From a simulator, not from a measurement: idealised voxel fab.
Herein follows the process module entitled voxel self aligned contacts.
In the cross-section labelled cut, the width is 205 nm and each square cell is 5 nm.
We lay out every cross-section as a grid of square cells and spell it out in bands from the top down, where one band means one or more rows of cells.
What a band's entry tells you: where the top is and where the bottom is, as heights in nm, and after that what lies inside, material by material from left to right, each with its width in nm. Empty space is written as the word "blank", and a single material marked with the word "edge to edge" occupies the band from edge to edge.
Zero point of the height axis is 0; under it, received wafer = one material. Lowest band: continues down indefinitely, "z 0 and below".
So if you see something like "30 to 40" for the width, read it as the top row of the band sitting at the first number and the bottom row at the second, with every row in between moving by the same amount as the last.
The cross-section has no changed cell in any step marked "no modifications".
In "Enclosed voids" the enclosed voids are listed, meaning empty spaces of 8 cells or larger without any opening to the top. The form is width x height at distance, distance from the left edge, units nm.
Heads up: the bit after the settings on a step's line is the simulator's remark on that step.
You can add "overlay nm" to a step's line. For a step with a mask, it describes how far the mask lay to the right of its planned position, and a negative number describes a lay to the left.

**The following list gives the planned process steps**
1) RECEIVE,material Si
2) OXIDIZE,depth nm 5
3) DIRECTIONAL_DEP,material polySi,thk nm 20
4) DIRECTIONAL_DEP,material SiN,thk nm 20
5) PATTERN,tone cover,mask id GATE,material resist,width nm 35,pitch nm 65,thk nm 20,overlay nm 0
6) DIRECTIONAL_ETCH,etch materials SiN,depth nm 20
7) DIRECTIONAL_ETCH,etch materials polySi,depth nm 20
8) STRIP,etch materials resist
9) CONFORMAL_DEP,material SiN,thk nm 5
10) DIRECTIONAL_ETCH,etch materials SiN,depth nm 5
11) FILL_DEP,material SiO2,thk nm 15
12) CMP,height nm 50
13) PATTERN,tone open,mask id CONTACT,material resist,width nm 40,pitch nm 65,thk nm 15,overlay nm 0
14) DIRECTIONAL_ETCH,etch materials SiO2,depth nm 55
15) STRIP,etch materials resist
16) CONFORMAL_DEP,material TiN,thk nm 5
17) FILL_DEP,material W,thk nm 5
18) CMP,height nm 50
19) CONFORMAL_DEP,material SiN,thk nm 5

**So, the first of our two wafers, run just as we planned it**

**Incoming wafer, cross-sectional view, post step 1**
- z 0 and below | Si edge to edge
- Enclosed voids: none

**Cross-section through the wafer, step 2 finished**
- z 0 to -5 | SiO2 edge to edge
- Nothing below the height -5 has changed.

**Cross-section through the wafer, step 3 finished**
- z 20 to 0 | polySi edge to edge
- Nothing below the height 0 has changed.

**Cross-section through the wafer, step 4 finished**
- z 40 to 20 | SiN edge to edge
- Nothing below the height 20 has changed.

**Cross-section through the wafer, step 5 finished**
- z 60 to 40 | blank (20), resist (35), blank (30), resist (35), blank (30), resist (35), blank (20)
- Nothing below the height 40 has changed.

**Cross-section through the wafer, step 6 finished**
- z 60 to 40 | blank (20), resist (35), blank (30), resist (35), blank (30), resist (35), blank (20)
- z 40 to 20 | blank (20), SiN (35), blank (30), SiN (35), blank (30), SiN (35), blank (20)
- Nothing below the height 20 has changed.

**Cross-section through the wafer, step 7 finished**
- z 60 to 40 | blank (20), resist (35), blank (30), resist (35), blank (30), resist (35), blank (20)
- z 40 to 20 | blank (20), SiN (35), blank (30), SiN (35), blank (30), SiN (35), blank (20)
- z 20 to 0 | blank (20), polySi (35), blank (30), polySi (35), blank (30), polySi (35), blank (20)
- Nothing below the height 0 has changed.

**Cross-section through the wafer, step 8 finished**
- z 40 to 20 | blank (20), SiN (35), blank (30), SiN (35), blank (30), SiN (35), blank (20)
- Nothing below the height 20 has changed.

**Cross-section through the wafer, step 9 finished**
- z 45 to 20 | blank (15), SiN (45), blank (20), SiN (45), blank (20), SiN (45), blank (15)
- z 20 to 5 | blank (15), SiN (5), polySi (35), SiN (5), blank (20), SiN (5), polySi (35), SiN (5), blank (20), SiN (5), polySi (35), SiN (5), blank (15)
- z 5 to 0 | SiN (20), polySi (35), SiN (30), polySi (35), SiN (30), polySi (35), SiN (20)
- Nothing below the height 0 has changed.

**Cross-section through the wafer, step 10 finished**
- z 40 to 20 | blank (15), SiN (45), blank (20), SiN (45), blank (20), SiN (45), blank (15)
- z 20 to 0 | blank (15), SiN (5), polySi (35), SiN (5), blank (20), SiN (5), polySi (35), SiN (5), blank (20), SiN (5), polySi (35), SiN (5), blank (15)
- Nothing below the height 0 has changed.

**Cross-section through the wafer, step 11 finished**
- z 55 to 40 | SiO2 edge to edge
- z 40 to 20 | SiO2 (15), SiN (45), SiO2 (20), SiN (45), SiO2 (20), SiN (45), SiO2 (15)
- z 20 to 0 | SiO2 (15), SiN (5), polySi (35), SiN (5), SiO2 (20), SiN (5), polySi (35), SiN (5), SiO2 (20), SiN (5), polySi (35), SiN (5), SiO2 (15)
- Nothing below the height 0 has changed.

**Cross-section through the wafer, step 12 finished**
- z 50 to 40 | SiO2 edge to edge
- Nothing below the height 40 has changed.

**Cross-section through the wafer, step 13 finished**
- z 65 to 50 | resist (50), blank (40), resist (25), blank (40), resist (50)
- Nothing below the height 50 has changed.

**Cross-section through the wafer, step 14 finished**
- z 65 to 50 | resist (50), blank (40), resist (25), blank (40), resist (50)
- z 50 to 40 | SiO2 (50), blank (40), SiO2 (25), blank (40), SiO2 (50)
- z 40 to 20 | SiO2 (15), SiN (45), blank (20), SiN (45), blank (20), SiN (45), SiO2 (15)
- z 20 to 0 | SiO2 (15), SiN (5), polySi (35), SiN (5), blank (20), SiN (5), polySi (35), SiN (5), blank (20), SiN (5), polySi (35), SiN (5), SiO2 (15)
- z 0 to -5 | SiO2 (60), blank (20), SiO2 (45), blank (20), SiO2 (60)
- Nothing below the height -5 has changed.

**Cross-section through the wafer, step 15 finished**
- z 50 to 40 | SiO2 (50), blank (40), SiO2 (25), blank (40), SiO2 (50)
- Nothing below the height 40 has changed.

**Cross-section through the wafer, step 16 finished**
- z 55 to 50 | TiN (55), blank (30), TiN (35), blank (30), TiN (55)
- z 50 to 40 | SiO2 (50), TiN (5 to 15), blank (30 to 10), TiN (5 to 15), SiO2 (25), TiN (5 to 15), blank (30 to 10), TiN (5 to 15), SiO2 (50)
- z 40 to 20 | SiO2 (15), SiN (45), TiN (5), blank (10), TiN (5), SiN (45), TiN (5), blank (10), TiN (5), SiN (45), SiO2 (15)
- z 20 to 0 | SiO2 (15), SiN (5), polySi (35), SiN (5), TiN (5), blank (10), TiN (5), SiN (5), polySi (35), SiN (5), TiN (5), blank (10), TiN (5), SiN (5), polySi (35), SiN (5), SiO2 (15)
- z 0 to -5 | SiO2 (60), TiN (20), SiO2 (45), TiN (20), SiO2 (60)
- Nothing below the height -5 has changed.

**Cross-section through the wafer, step 17 finished**
- z 60 to 55 | W edge to edge
- z 55 to 50 | TiN (55), W (30), TiN (35), W (30), TiN (55)
- z 50 to 40 | SiO2 (50), TiN (5 to 15), W (30 to 10), TiN (5 to 15), SiO2 (25), TiN (5 to 15), W (30 to 10), TiN (5 to 15), SiO2 (50)
- z 40 to 20 | SiO2 (15), SiN (45), TiN (5), W (10), TiN (5), SiN (45), TiN (5), W (10), TiN (5), SiN (45), SiO2 (15)
- z 20 to 0 | SiO2 (15), SiN (5), polySi (35), SiN (5), TiN (5), W (10), TiN (5), SiN (5), polySi (35), SiN (5), TiN (5), W (10), TiN (5), SiN (5), polySi (35), SiN (5), SiO2 (15)
- Nothing below the height 0 has changed.

**Cross-section through the wafer, step 18 finished**
- z 50 to 40 | SiO2 (50), TiN (5 to 15), W (30 to 10), TiN (5 to 15), SiO2 (25), TiN (5 to 15), W (30 to 10), TiN (5 to 15), SiO2 (50)
- Nothing below the height 40 has changed.

**Cross-section through the wafer, step 19 finished**
- z 55 to 50 | SiN edge to edge
- Nothing below the height 50 has changed.

**second wafer: like start, like plan, one mistake. Through step 1 it matches the first wafer**

**The second wafer cut through, at the time step 2 was supposed to be finished**
- z 0 to -15 | SiO2 edge to edge
- Nothing below the height -15 has changed.

**The second wafer cut through, at the time step 3 was supposed to be finished**
- z 20 to 0 | polySi edge to edge
- Nothing below the height 0 has changed.

**The second wafer cut through, at the time step 4 was supposed to be finished**
- z 40 to 20 | SiN edge to edge
- Nothing below the height 20 has changed.

**The second wafer cut through, at the time step 5 was supposed to be finished**
- z 60 to 40 | blank (20), resist (35), blank (30), resist (35), blank (30), resist (35), blank (20)
- Nothing below the height 40 has changed.

**The second wafer cut through, at the time step 6 was supposed to be finished**
- z 60 to 40 | blank (20), resist (35), blank (30), resist (35), blank (30), resist (35), blank (20)
- z 40 to 20 | blank (20), SiN (35), blank (30), SiN (35), blank (30), SiN (35), blank (20)
- Nothing below the height 20 has changed.

**The second wafer cut through, at the time step 7 was supposed to be finished**
- z 60 to 40 | blank (20), resist (35), blank (30), resist (35), blank (30), resist (35), blank (20)
- z 40 to 20 | blank (20), SiN (35), blank (30), SiN (35), blank (30), SiN (35), blank (20)
- z 20 to 0 | blank (20), polySi (35), blank (30), polySi (35), blank (30), polySi (35), blank (20)
- Nothing below the height 0 has changed.

**The second wafer cut through, at the time step 8 was supposed to be finished**
- z 40 to 20 | blank (20), SiN (35), blank (30), SiN (35), blank (30), SiN (35), blank (20)
- Nothing below the height 20 has changed.

**The second wafer cut through, at the time step 9 was supposed to be finished**
- z 45 to 20 | blank (15), SiN (45), blank (20), SiN (45), blank (20), SiN (45), blank (15)
- z 20 to 5 | blank (15), SiN (5), polySi (35), SiN (5), blank (20), SiN (5), polySi (35), SiN (5), blank (20), SiN (5), polySi (35), SiN (5), blank (15)
- z 5 to 0 | SiN (20), polySi (35), SiN (30), polySi (35), SiN (30), polySi (35), SiN (20)
- Nothing below the height 0 has changed.

**The second wafer cut through, at the time step 10 was supposed to be finished**
- z 40 to 20 | blank (15), SiN (45), blank (20), SiN (45), blank (20), SiN (45), blank (15)
- z 20 to 0 | blank (15), SiN (5), polySi (35), SiN (5), blank (20), SiN (5), polySi (35), SiN (5), blank (20), SiN (5), polySi (35), SiN (5), blank (15)
- Nothing below the height 0 has changed.

**The second wafer cut through, at the time step 11 was supposed to be finished**
- z 55 to 40 | SiO2 edge to edge
- z 40 to 20 | SiO2 (15), SiN (45), SiO2 (20), SiN (45), SiO2 (20), SiN (45), SiO2 (15)
- z 20 to 0 | SiO2 (15), SiN (5), polySi (35), SiN (5), SiO2 (20), SiN (5), polySi (35), SiN (5), SiO2 (20), SiN (5), polySi (35), SiN (5), SiO2 (15)
- Nothing below the height 0 has changed.

**The second wafer cut through, at the time step 12 was supposed to be finished**
- z 50 to 40 | SiO2 edge to edge
- Nothing below the height 40 has changed.

**The second wafer cut through, at the time step 13 was supposed to be finished**
- z 65 to 50 | resist (50), blank (40), resist (25), blank (40), resist (50)
- Nothing below the height 50 has changed.

**The second wafer cut through, at the time step 14 was supposed to be finished**
- z 65 to 50 | resist (50), blank (40), resist (25), blank (40), resist (50)
- z 50 to 40 | SiO2 (50), blank (40), SiO2 (25), blank (40), SiO2 (50)
- z 40 to 20 | SiO2 (15), SiN (45), blank (20), SiN (45), blank (20), SiN (45), SiO2 (15)
- z 20 to 0 | SiO2 (15), SiN (5), polySi (35), SiN (5), blank (20), SiN (5), polySi (35), SiN (5), blank (20), SiN (5), polySi (35), SiN (5), SiO2 (15)
- z 0 to -5 | SiO2 (60), blank (20), SiO2 (45), blank (20), SiO2 (60)
- Nothing below the height -5 has changed.

**The second wafer cut through, at the time step 15 was supposed to be finished**
- z 50 to 40 | SiO2 (50), blank (40), SiO2 (25), blank (40), SiO2 (50)
- Nothing below the height 40 has changed.

**The second wafer cut through, at the time step 16 was supposed to be finished**
- z 55 to 50 | TiN (55), blank (30), TiN (35), blank (30), TiN (55)
- z 50 to 40 | SiO2 (50), TiN (5 to 15), blank (30 to 10), TiN (5 to 15), SiO2 (25), TiN (5 to 15), blank (30 to 10), TiN (5 to 15), SiO2 (50)
- z 40 to 20 | SiO2 (15), SiN (45), TiN (5), blank (10), TiN (5), SiN (45), TiN (5), blank (10), TiN (5), SiN (45), SiO2 (15)
- z 20 to 0 | SiO2 (15), SiN (5), polySi (35), SiN (5), TiN (5), blank (10), TiN (5), SiN (5), polySi (35), SiN (5), TiN (5), blank (10), TiN (5), SiN (5), polySi (35), SiN (5), SiO2 (15)
- z 0 to -5 | SiO2 (60), TiN (20), SiO2 (45), TiN (20), SiO2 (60)
- Nothing below the height -5 has changed.

**The second wafer cut through, at the time step 17 was supposed to be finished**
- z 60 to 55 | W edge to edge
- z 55 to 50 | TiN (55), W (30), TiN (35), W (30), TiN (55)
- z 50 to 40 | SiO2 (50), TiN (5 to 15), W (30 to 10), TiN (5 to 15), SiO2 (25), TiN (5 to 15), W (30 to 10), TiN (5 to 15), SiO2 (50)
- z 40 to 20 | SiO2 (15), SiN (45), TiN (5), W (10), TiN (5), SiN (45), TiN (5), W (10), TiN (5), SiN (45), SiO2 (15)
- z 20 to 0 | SiO2 (15), SiN (5), polySi (35), SiN (5), TiN (5), W (10), TiN (5), SiN (5), polySi (35), SiN (5), TiN (5), W (10), TiN (5), SiN (5), polySi (35), SiN (5), SiO2 (15)
- Nothing below the height 0 has changed.

**The second wafer cut through, at the time step 18 was supposed to be finished**
- z 50 to 40 | SiO2 (50), TiN (5 to 15), W (30 to 10), TiN (5 to 15), SiO2 (25), TiN (5 to 15), W (30 to 10), TiN (5 to 15), SiO2 (50)
- Nothing below the height 40 has changed.

**The second wafer cut through, at the time step 19 was supposed to be finished**
- z 55 to 50 | SiN edge to edge
- Nothing below the height 50 has changed.
Run error: off-plan run, step 2, actual operation and settings OXIDIZE,depth nm 15
FYI, end of process, the second wafer has more or fewer cells of some materials than the first: Si -82; SiO2 +82
